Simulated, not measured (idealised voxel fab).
Title: Process Module voxel fin reveal
We display cut, a cross-section 150 nm in width whose square cells are each 5 nm.
The cross-sections in this document take the form of a grid made of square cells. They are written out as bands, in order from top to bottom. Each band consists of one or more rows of cells. Quick guide to a band line: top height, bottom height (nm) up front; then every material left to right with its width in nm. Only one material and it's marked "full width"? Then it fills the band edge to edge. And "air" just means empty space. Height datum 0, below which the as-received substrate wafer is one material. Lowest band open at the bottom, running downward: "from 0 down". Width "30 to 40": first value at the band's top row of cells, second value at its bottom row, equal change from row to row. Take "stayed the same" at face value: in the step it is given for, the cross-section changed in none of its cells. "Fully sealed cavities" lists enclosed empty spaces (at least 8 cells, no open path upward to the top), each as width x height at distance from the left edge, in nm. Anything after a step's settings on that line? It's the simulator's own note about the step. A step's line can hold "overlay nm"; with a mask on that step, the setting says how far right of the planned place the mask lay, while a negative setting says it lay to the left.
[The steps planned for the process are as follows]
| 1 | RECEIVE: material Si |
| 2 | CONFORMAL_DEP: material SiN, thk nm 10 |
| 3 | PATTERN: tone cover, mask id FINS, material resist, width nm 15, pitch nm 40, thk nm 15, overlay nm 0 |
| 4 | DIRECTIONAL_ETCH: etch materials SiN, depth nm 10 |
| 5 | DIRECTIONAL_ETCH: etch materials Si, depth nm 30 |
| 6 | STRIP: etch materials resist |
| 7 | FILL_DEP: material SiO2, thk nm 5 |
| 8 | CMP: height nm 10 |
| 9 | SELECTIVE_ETCH: etch materials SiO2, depth nm 25 |
| 10 | STRIP: etch materials SiN |
| 11 | CONFORMAL_DEP: material HfO2, thk nm 5 |
[Cross-section, incoming material, after step 1]
	from 0 down: Si full width
	Fully sealed cavities: none
[Run as planned - first of the two wafers cross-sectioned at the end of the module]
	from 5 to 0: air: 20  HfO2: 25  air: 15  HfO2: 25  air: 15  HfO2: 25  air: 25
	from 0 to -10: air: 20  HfO2: 5  Si: 15  HfO2: 5  air: 15  HfO2: 5  Si: 15  HfO2: 5  air: 15  HfO2: 5  Si: 15  HfO2: 5  air: 25
	from -10 to -15: HfO2: 25  Si: 15  HfO2: 25  Si: 15  HfO2: 25  Si: 15  HfO2: 30
	from -15 to -30: SiO2: 25  Si: 15  SiO2: 25  Si: 15  SiO2: 25  Si: 15  SiO2: 30
	from -30 down: Si full width
	Fully sealed cavities: none
[Second wafer through the module, sectioned at the end: same beginning and same plan as the first wafer, with one mistake in carrying it out]
	from 5 to 0: air: 15  HfO2: 35  air: 5  HfO2: 35  air: 5  HfO2: 35  air: 20
	from 0 to -10: air: 15  HfO2: 5  Si: 25  HfO2: 5  air: 5  HfO2: 5  Si: 25  HfO2: 5  air: 5  HfO2: 5  Si: 25  HfO2: 5  air: 20
	from -10 to -15: HfO2: 20  Si: 25  HfO2: 15  Si: 25  HfO2: 15  Si: 25  HfO2: 25
	from -15 to -30: SiO2: 20  Si: 25  SiO2: 15  Si: 25  SiO2: 15  Si: 25  SiO2: 25
	from -30 down: Si full width
	Fully sealed cavities: none
Deviation noted in wafer processing: step 3 ran with different settings than intended, the actual operation and settings being PATTERN: tone cover, mask id FINS, material resist, width nm 25, pitch nm 40, thk nm 15, overlay nm 0
Final tally in cells, some materials are higher or lower on the second wafer than on the first: Si: 36 more | SiO2: 18 fewer
